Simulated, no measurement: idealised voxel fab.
Presented below is a process module, voxel plated lines.
It is cross-section cut that appears here, measuring 225 nm in width, its square cells being 5 nm in size.
Cross-section spec: square-cell grid; bands listed top down; each band is one or more rows.
It is stipulated that each band's entry specify, in nanometres, the height of the top of the band and then that of its bottom, followed by the materials of the band in left-to-right sequence, each together with its width in nanometres. A single material marked by the word "edge to edge" is understood to fill the band from edge to edge; the word "empty" is understood to denote empty space.
Height 0 is the level under which the wafer as received is all one material. The lowest band goes on downwards, as in "0 down".
Width "30->40": first value at the band's top row of cells, second value at its bottom row, equal change from row to row.
Key: "no modifications" - step with no changed cell in the cross-section.
The label "Tabulated closed voids" introduces a list of the empty spaces, 8 cells or larger, that have no open way up to the top; each entry in it reads width x height at distance, where the distance is taken from the left edge and all three are stated in nm.
It should be noted that, on the line of a given step, the content following the step's settings is a remark produced by the simulator itself with respect to that step.
overlay nm: on a step with a mask, how far right of its planned place the mask lay; negative means left.
Process steps (planned)
1,op RECEIVE | material Si
2,op CONFORMAL_DEP | material Al2O3 | thk nm 5
3,op DIRECTIONAL_DEP | material TiN | thk nm 5
4,op PATTERN | tone open | mask id LINES | material resist | width nm 20 | pitch nm 35 | thk nm 40 | overlay nm 0
5,op EPI | material Ru | thk nm 5
6,op EPI | material Ru | thk nm 10
7,op EPI | material Ru | thk nm 5
8,op STRIP | etch materials resist
9,op DIRECTIONAL_ETCH | etch materials TiN | depth nm 5
10,op CONFORMAL_DEP | material SiN | thk nm 5
Cross-section of the incoming wafer, state after step 1
  0 down = Si edge to edge
  Tabulated closed voids: none
A wafer at the end: this start, this plan, one mistake
  30 to 25 = empty 45 nm, then SiN 30 nm, then empty 5 nm, then SiN 30 nm, then empty 5 nm, then SiN 30 nm, then empty 5 nm, then SiN 30 nm, then empty 45 nm
  25 to 5 = empty 45 nm, then SiN 5 nm, then Ru 20 nm, then SiN 5 nm, then empty 5 nm, then SiN 5 nm, then Ru 20 nm, then SiN 5 nm, then empty 5 nm, then SiN 5 nm, then Ru 20 nm, then SiN 5 nm, then empty 5 nm, then SiN 5 nm, then Ru 20 nm, then SiN 5 nm, then empty 45 nm
  5 to 0 = SiN 50 nm, then TiN 20 nm, then SiN 15 nm, then TiN 20 nm, then SiN 15 nm, then TiN 20 nm, then SiN 15 nm, then TiN 20 nm, then SiN 50 nm
  0 down = Si edge to edge
  Tabulated closed voids: none
It is concluded that the wafer was processed incorrectly with respect to the plan, in that step 2 of the plan was excluded from execution and never run
